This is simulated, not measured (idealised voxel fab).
process module | voxel local oxidation
cross-section cut | 270 nm wide | cells 5 nm
A cross-section is a grid of square cells, given in bands from the top down. A band is one or more rows of cells.
Each band's line starts with the height of the band's top and of its bottom, in nm. Then come its materials from left to right, each with its width in nm. One material with "throughout" fills the band from edge to edge. "air" is empty space.
Height 0 is the level under which the wafer as received is all one material. The lowest band goes on downwards, as in "0 down".
A width such as "30 to 40" changes by the same amount from each row of cells to the next, from the band's top row to its bottom row.
"no change" after a step means that no cell of the cross-section changed.
closed voids: empty space of 8 cells or more with no open way to the top, each as width x height at its distance from the left edge, in nm
after a step's settings: what the simulator itself notes on the step
overlay nm, on a step with a mask: how far to the right of its planned place the mask lay; to the left if negative
plan
1 op RECEIVE | material Si
2 op OXIDIZE | depth nm 5
3 op CONFORMAL_DEP | material SiN | thk nm 10
4 op MASKED_ETCH | tone cover | mask id ACTIVE | width nm 100 | etch materials SiN | depth nm 10 | overlay nm -15
5 op SELECTIVE_ETCH | etch materials SiO2 | depth nm 5
6 op OXIDIZE | depth nm 15
7 op STRIP | etch materials SiN
varied across the wafers: overlay nm of step 4. The plan shows the first wafer's value. All wafers start alike
first wafer as received, after step 1
  0 down: Si throughout
  closed voids: none
first wafer at the end, after step 7
  0 to -5: air 75 | SiO2 90 | air 105
  -5 to -20: SiO2 90 | Si 60 | SiO2 120
  -20 down: Si throughout
  closed voids: none
last wafer at the end
  0 to -5: air 105 | SiO2 90 | air 75
  -5 to -20: SiO2 120 | Si 60 | SiO2 90
  -20 down: Si throughout
  closed voids: none
each wafer at the end: cells of each material gained (+) or lost (-) since it was received, then its closed voids
overlay nm -15 | -180 Si | +144 SiO2 | closed voids: none
overlay nm -10 | -180 Si | +144 SiO2 | closed voids: none
overlay nm -5 | -180 Si | +144 SiO2 | closed voids: none
overlay nm 0 | -180 Si | +144 SiO2 | closed voids: none
overlay nm 5 | -180 Si | +144 SiO2 | closed voids: none
overlay nm 10 | -180 Si | +144 SiO2 | closed voids: none
overlay nm 15 | -180 Si | +144 SiO2 | closed voids: none
